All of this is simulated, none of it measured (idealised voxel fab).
Process module, titled voxel capacitor over wiring
Cross-section cut: width 275 nm, square cells of 5 nm.
Cross-section, as written here: a square-cell grid given band by band from the top down, where a band holds one or more rows of cells.
Top, bottom (nm), then materials left to right with widths (nm); lone material tagged "full width" fills the whole band edge to edge; "air" = empty space.
A quick word on heights: they are counted from 0, and under that level the wafer as it came to us is one material throughout. The lowest band is different from the rest in having no bottom; it simply continues downward, written as in "z 0 and below".
The notation "30 to 40" denotes a width that varies across the rows of cells in the band, beginning at the first number in the top row, finishing at the second number in the bottom row, and changing by an identical amount from each row to the next.
Where the words "nothing altered" appear for a step, the cross-section shows no cell changed by that step; every cell remained as before.
Empty spaces counting at least 8 cells and having no open way to the top are listed in "Voids, fully enclosed". The notation width x height at distance is used for each, the distance being from the left edge and all three values in nm.
Post-settings text on a step line: simulator's own remark regarding the step.
For masked steps, "overlay nm" on the step line gives how far right of plan the mask actually lay; a minus sign means it lay to the left.

-- Intended process steps
| 1 | RECEIVE with material Si |
| 2 | CONFORMAL_DEP with material SiO2, thk nm 15 |
| 3 | DIRECTIONAL_DEP with material TiN, thk nm 5 |
| 4 | DIRECTIONAL_DEP with material W, thk nm 20 |
| 5 | MASKED_ETCH with tone cover, mask id METAL_1, width nm 30, pitch nm 90, etch materials W, depth nm 20, overlay nm 0 |
| 6 | MASKED_ETCH with tone cover, mask id METAL_1, width nm 30, pitch nm 90, etch materials TiN, depth nm 5, overlay nm 0 |
| 7 | CONFORMAL_DEP with material SiN, thk nm 5 |
| 8 | FILL_DEP with material lowk, thk nm 10 |
| 9 | CMP with height nm 40 |
| 10 | CONFORMAL_DEP with material SiCN, thk nm 5 |
| 11 | DIRECTIONAL_DEP with material lowk, thk nm 15 |
| 12 | MASKED_ETCH with tone open, mask id PLUG_1, width nm 15, etch materials lowk, depth nm 15, overlay nm 0 |
| 13 | MASKED_ETCH with tone open, mask id PLUG_1, width nm 15, etch materials SiCN, depth nm 5, overlay nm 0 |
| 14 | EPI with material Ru, thk nm 10 |
| 15 | EPI with material Ru, thk nm 10 |
| 16 | DIRECTIONAL_DEP with material TiN, thk nm 10 |
| 17 | DIRECTIONAL_DEP with material HfO2, thk nm 5 |
| 18 | DIRECTIONAL_DEP with material TiN, thk nm 10 |
| 19 | MASKED_ETCH with tone cover, mask id UPPER_PLATE, width nm 65, etch materials TiN, depth nm 10, overlay nm 0 |
| 20 | MASKED_ETCH with tone cover, mask id UPPER_PLATE, width nm 65, etch materials HfO2, depth nm 5, overlay nm 0 |
| 21 | PATTERN with tone cover, mask id LOWER_PLATE, material resist, width nm 75, thk nm 20, overlay nm 0 |
| 22 | DIRECTIONAL_ETCH with etch materials TiN, depth nm 10 |
| 23 | STRIP with etch materials resist |
| 24 | FILL_DEP with material SiO2, thk nm 15 |
| 25 | CMP with height nm 95 |
| 26 | DIRECTIONAL_DEP with material aC, thk nm 10 |
| 27 | PATTERN with tone open, mask id PLUG_2, material resist, width nm 15, thk nm 30, overlay nm 0 |
| 28 | DIRECTIONAL_ETCH with etch materials aC, depth nm 10 |
| 29 | STRIP with etch materials resist |
| 30 | DIRECTIONAL_ETCH with etch materials SiO2, depth nm 10 |
| 31 | STRIP with etch materials aC |
| 32 | CONFORMAL_DEP with material TiN, thk nm 5 |
| 33 | FILL_DEP with material Ru, thk nm 5 |
| 34 | CMP with height nm 95 |
| 35 | CONFORMAL_DEP with material SiN, thk nm 5 |

-- What follows covers the first of two wafers; it ran as planned

-- Delivered wafer in cross-section: state after step 1
    z 0 and below: Si full width
    Voids, fully enclosed: none

-- Wafer section view after processing step 2
    z 15 to 0: SiO2 full width
    Rest of section, below 0: as before.

-- Wafer section view after processing step 3
    z 20 to 15: TiN full width
    Rest of section, below 15: as before.

-- Wafer section view after processing step 4
    z 40 to 20: W full width
    Rest of section, below 20: as before.

-- Wafer section view after processing step 5
    z 40 to 20: air 75 nm / W 30 nm / air 60 nm / W 30 nm / air 80 nm
    Rest of section, below 20: as before.

-- Wafer section view after processing step 6
    z 40 to 20: air 75 nm / W 30 nm / air 60 nm / W 30 nm / air 80 nm
    z 20 to 15: air 75 nm / TiN 30 nm / air 60 nm / TiN 30 nm / air 80 nm
    Rest of section, below 15: as before.

-- Wafer section view after processing step 7
    z 45 to 40: air 70 nm / SiN 40 nm / air 50 nm / SiN 40 nm / air 75 nm
    z 40 to 20: air 70 nm / SiN 5 nm / W 30 nm / SiN 5 nm / air 50 nm / SiN 5 nm / W 30 nm / SiN 5 nm / air 75 nm
    z 20 to 15: SiN 75 nm / TiN 30 nm / SiN 60 nm / TiN 30 nm / SiN 80 nm
    Rest of section, below 15: as before.

-- Wafer section view after processing step 8
    z 55 to 45: lowk full width
    z 45 to 40: lowk 70 nm / SiN 40 nm / lowk 50 nm / SiN 40 nm / lowk 75 nm
    z 40 to 20: lowk 70 nm / SiN 5 nm / W 30 nm / SiN 5 nm / lowk 50 nm / SiN 5 nm / W 30 nm / SiN 5 nm / lowk 75 nm
    Rest of section, below 20: as before.

-- Wafer section view after processing step 9
    z 40 to 20: lowk 70 nm / SiN 5 nm / W 30 nm / SiN 5 nm / lowk 50 nm / SiN 5 nm / W 30 nm / SiN 5 nm / lowk 75 nm
    Rest of section, below 20: as before.

-- Wafer section view after processing step 10
    z 45 to 40: SiCN full width
    Rest of section, below 40: as before.

-- Wafer section view after processing step 11
    z 60 to 45: lowk full width
    Rest of section, below 45: as before.

-- Wafer section view after processing step 12
    z 60 to 45: lowk 90 nm / air 15 nm / lowk 170 nm
    Rest of section, below 45: as before.

-- Wafer section view after processing step 13
    z 60 to 45: lowk 90 nm / air 15 nm / lowk 170 nm
    z 45 to 40: SiCN 90 nm / air 15 nm / SiCN 170 nm
    Rest of section, below 40: as before.

-- Wafer section view after processing step 14
    z 60 to 50: lowk 90 nm / air 15 nm / lowk 170 nm
    z 50 to 45: lowk 90 nm / Ru 15 nm / lowk 170 nm
    z 45 to 40: SiCN 90 nm / Ru 15 nm / SiCN 170 nm
    Rest of section, below 40: as before.

-- Wafer section view after processing step 15
    z 60 to 45: lowk 90 nm / Ru 15 nm / lowk 170 nm
    Rest of section, below 45: as before.

-- Wafer section view after processing step 16
    z 70 to 60: TiN full width
    Rest of section, below 60: as before.

-- Wafer section view after processing step 17
    z 75 to 70: HfO2 full width
    Rest of section, below 70: as before.

-- Wafer section view after processing step 18
    z 85 to 75: TiN full width
    Rest of section, below 75: as before.

-- Wafer section view after processing step 19
    z 85 to 75: air 90 nm / TiN 65 nm / air 120 nm
    Rest of section, below 75: as before.

-- Wafer section view after processing step 20
    z 85 to 75: air 90 nm / TiN 65 nm / air 120 nm
    z 75 to 70: air 90 nm / HfO2 65 nm / air 120 nm
    Rest of section, below 70: as before.

-- Wafer section view after processing step 21
    z 105 to 85: air 85 nm / resist 75 nm / air 115 nm
    z 85 to 75: air 85 nm / resist 5 nm / TiN 65 nm / resist 5 nm / air 115 nm
    z 75 to 70: air 85 nm / resist 5 nm / HfO2 65 nm / resist 5 nm / air 115 nm
    Rest of section, below 70: as before.

-- Wafer section view after processing step 22
    z 105 to 85: air 85 nm / resist 75 nm / air 115 nm
    z 85 to 75: air 85 nm / resist 5 nm / TiN 65 nm / resist 5 nm / air 115 nm
    z 75 to 70: air 85 nm / resist 5 nm / HfO2 65 nm / resist 5 nm / air 115 nm
    z 70 to 60: air 85 nm / TiN 75 nm / air 115 nm
    Rest of section, below 60: as before.

-- Wafer section view after processing step 23
    z 85 to 75: air 90 nm / TiN 65 nm / air 120 nm
    z 75 to 70: air 90 nm / HfO2 65 nm / air 120 nm
    Rest of section, below 70: as before.

-- Wafer section view after processing step 24
    z 100 to 85: SiO2 full width
    z 85 to 75: SiO2 90 nm / TiN 65 nm / SiO2 120 nm
    z 75 to 70: SiO2 90 nm / HfO2 65 nm / SiO2 120 nm
    z 70 to 60: SiO2 85 nm / TiN 75 nm / SiO2 115 nm
    Rest of section, below 60: as before.

-- Wafer section view after processing step 25
    z 95 to 85: SiO2 full width
    Rest of section, below 85: as before.

-- Wafer section view after processing step 26
    z 105 to 95: aC full width
    Rest of section, below 95: as before.

-- Wafer section view after processing step 27
    z 135 to 105: resist 100 nm / air 15 nm / resist 160 nm
    Rest of section, below 105: as before.

-- Wafer section view after processing step 28
    z 125 to 105: resist 100 nm / air 15 nm / resist 160 nm
    z 105 to 95: aC 100 nm / air 15 nm / aC 160 nm
    Rest of section, below 95: as before.

-- Wafer section view after processing step 29
    z 105 to 95: aC 100 nm / air 15 nm / aC 160 nm
    Rest of section, below 95: as before.

-- Wafer section view after processing step 30
    z 105 to 95: aC 100 nm / air 15 nm / aC 160 nm
    z 95 to 85: SiO2 100 nm / air 15 nm / SiO2 160 nm
    Rest of section, below 85: as before.

-- Wafer section view after processing step 31
    z 95 to 85: SiO2 100 nm / air 15 nm / SiO2 160 nm
    Rest of section, below 85: as before.

-- Wafer section view after processing step 32
    z 100 to 95: TiN 105 nm / air 5 nm / TiN 165 nm
    z 95 to 90: SiO2 100 nm / TiN 5 nm / air 5 nm / TiN 5 nm / SiO2 160 nm
    z 90 to 85: SiO2 100 nm / TiN 15 nm / SiO2 160 nm
    Rest of section, below 85: as before.

-- Wafer section view after processing step 33
    z 105 to 100: Ru full width
    z 100 to 95: TiN 105 nm / Ru 5 nm / TiN 165 nm
    z 95 to 90: SiO2 100 nm / TiN 5 nm / Ru 5 nm / TiN 5 nm / SiO2 160 nm
    Rest of section, below 90: as before.

-- Wafer section view after processing step 34
    z 95 to 90: SiO2 100 nm / TiN 5 nm / Ru 5 nm / TiN 5 nm / SiO2 160 nm
    Rest of section, below 90: as before.

-- Wafer section view after processing step 35
    z 100 to 95: SiN full width
    Rest of section, below 95: as before.

-- Second of two: same start, same plan, one run error; steps up to and including 9 match the first

-- Second wafer, cross-section, planned end of step 10
    z 55 to 40: lowk full width
    Rest of section, below 40: as before.

-- Second wafer, cross-section, planned end of step 11
    z 60 to 55: SiCN full width
    Rest of section, below 55: as before.

Second wafer, cross-section, planned end of step 12: nothing altered

-- Second wafer, cross-section, planned end of step 13
    z 60 to 55: SiCN 90 nm / air 15 nm / SiCN 170 nm
    Rest of section, below 55: as before.

Second wafer, cross-section, planned end of step 14: nothing altered

Second wafer, cross-section, planned end of step 15: nothing altered

-- Second wafer, cross-section, planned end of step 16
    z 70 to 65: TiN 90 nm / air 15 nm / TiN 170 nm
    z 65 to 60: TiN full width
    z 60 to 55: SiCN 90 nm / TiN 15 nm / SiCN 170 nm
    Rest of section, below 55: as before.

-- Second wafer, cross-section, planned end of step 17
    z 75 to 70: HfO2 90 nm / air 15 nm / HfO2 170 nm
    z 70 to 65: TiN 90 nm / HfO2 15 nm / TiN 170 nm
    Rest of section, below 65: as before.

-- Second wafer, cross-section, planned end of step 18
    z 85 to 80: TiN 90 nm / air 15 nm / TiN 170 nm
    z 80 to 75: TiN full width
    z 75 to 70: HfO2 90 nm / TiN 15 nm / HfO2 170 nm
    Rest of section, below 70: as before.

-- Second wafer, cross-section, planned end of step 19
    z 85 to 75: air 105 to 90 nm / TiN 50 to 65 nm / air 120 nm
    Rest of section, below 75: as before.

-- Second wafer, cross-section, planned end of step 20
    z 85 to 75: air 105 to 90 nm / TiN 50 to 65 nm / air 120 nm
    z 75 to 70: air 90 nm / TiN 15 nm / HfO2 50 nm / air 120 nm
    Rest of section, below 70: as before.

-- Second wafer, cross-section, planned end of step 21
    z 105 to 85: air 85 nm / resist 75 nm / air 115 nm
    z 85 to 75: air 85 nm / resist 20 to 5 nm / TiN 50 to 65 nm / resist 5 nm / air 115 nm
    z 75 to 70: air 85 nm / resist 5 nm / TiN 15 nm / HfO2 50 nm / resist 5 nm / air 115 nm
    Rest of section, below 70: as before.

-- Second wafer, cross-section, planned end of step 22
    z 105 to 85: air 85 nm / resist 75 nm / air 115 nm
    z 85 to 75: air 85 nm / resist 20 to 5 nm / TiN 50 to 65 nm / resist 5 nm / air 115 nm
    z 75 to 70: air 85 nm / resist 5 nm / TiN 15 nm / HfO2 50 nm / resist 5 nm / air 115 nm
    z 70 to 65: air 85 nm / TiN 5 nm / HfO2 15 nm / TiN 55 nm / air 115 nm
    z 65 to 60: air 85 nm / TiN 75 nm / air 115 nm
    Rest of section, below 60: as before.

-- Second wafer, cross-section, planned end of step 23
    z 85 to 75: air 105 to 90 nm / TiN 50 to 65 nm / air 120 nm
    z 75 to 70: air 90 nm / TiN 15 nm / HfO2 50 nm / air 120 nm
    Rest of section, below 70: as before.

-- Second wafer, cross-section, planned end of step 24
    z 100 to 85: SiO2 full width
    z 85 to 75: SiO2 105 to 90 nm / TiN 50 to 65 nm / SiO2 120 nm
    z 75 to 70: SiO2 90 nm / TiN 15 nm / HfO2 50 nm / SiO2 120 nm
    z 70 to 65: SiO2 85 nm / TiN 5 nm / HfO2 15 nm / TiN 55 nm / SiO2 115 nm
    z 65 to 60: SiO2 85 nm / TiN 75 nm / SiO2 115 nm
    Rest of section, below 60: as before.

-- Second wafer, cross-section, planned end of step 25
    z 95 to 85: SiO2 full width
    Rest of section, below 85: as before.

-- Second wafer, cross-section, planned end of step 26
    z 105 to 95: aC full width
    Rest of section, below 95: as before.

-- Second wafer, cross-section, planned end of step 27
    z 135 to 105: resist 100 nm / air 15 nm / resist 160 nm
    Rest of section, below 105: as before.

-- Second wafer, cross-section, planned end of step 28
    z 125 to 105: resist 100 nm / air 15 nm / resist 160 nm
    z 105 to 95: aC 100 nm / air 15 nm / aC 160 nm
    Rest of section, below 95: as before.

-- Second wafer, cross-section, planned end of step 29
    z 105 to 95: aC 100 nm / air 15 nm / aC 160 nm
    Rest of section, below 95: as before.

-- Second wafer, cross-section, planned end of step 30
    z 105 to 95: aC 100 nm / air 15 nm / aC 160 nm
    z 95 to 85: SiO2 100 nm / air 15 nm / SiO2 160 nm
    Rest of section, below 85: as before.

-- Second wafer, cross-section, planned end of step 31
    z 95 to 85: SiO2 100 nm / air 15 nm / SiO2 160 nm
    Rest of section, below 85: as before.

-- Second wafer, cross-section, planned end of step 32
    z 100 to 95: TiN 105 nm / air 5 nm / TiN 165 nm
    z 95 to 90: SiO2 100 nm / TiN 5 nm / air 5 nm / TiN 5 nm / SiO2 160 nm
    z 90 to 80: SiO2 100 to 105 nm / TiN 15 to 50 nm / SiO2 160 to 120 nm
    Rest of section, below 80: as before.

-- Second wafer, cross-section, planned end of step 33
    z 105 to 100: Ru full width
    z 100 to 95: TiN 105 nm / Ru 5 nm / TiN 165 nm
    z 95 to 90: SiO2 100 nm / TiN 5 nm / Ru 5 nm / TiN 5 nm / SiO2 160 nm
    Rest of section, below 90: as before.

-- Second wafer, cross-section, planned end of step 34
    z 95 to 90: SiO2 100 nm / TiN 5 nm / Ru 5 nm / TiN 5 nm / SiO2 160 nm
    Rest of section, below 90: as before.

-- Second wafer, cross-section, planned end of step 35
    z 100 to 95: SiN full width
    Rest of section, below 95: as before.
Where did the run depart from the plan? steps 10 and 11: order swapped relative to plan
Once processing is complete, comparing cell counts shows that the second wafer has more or fewer of certain materials than the first: Ru -12, SiO2 +3, lowk +9
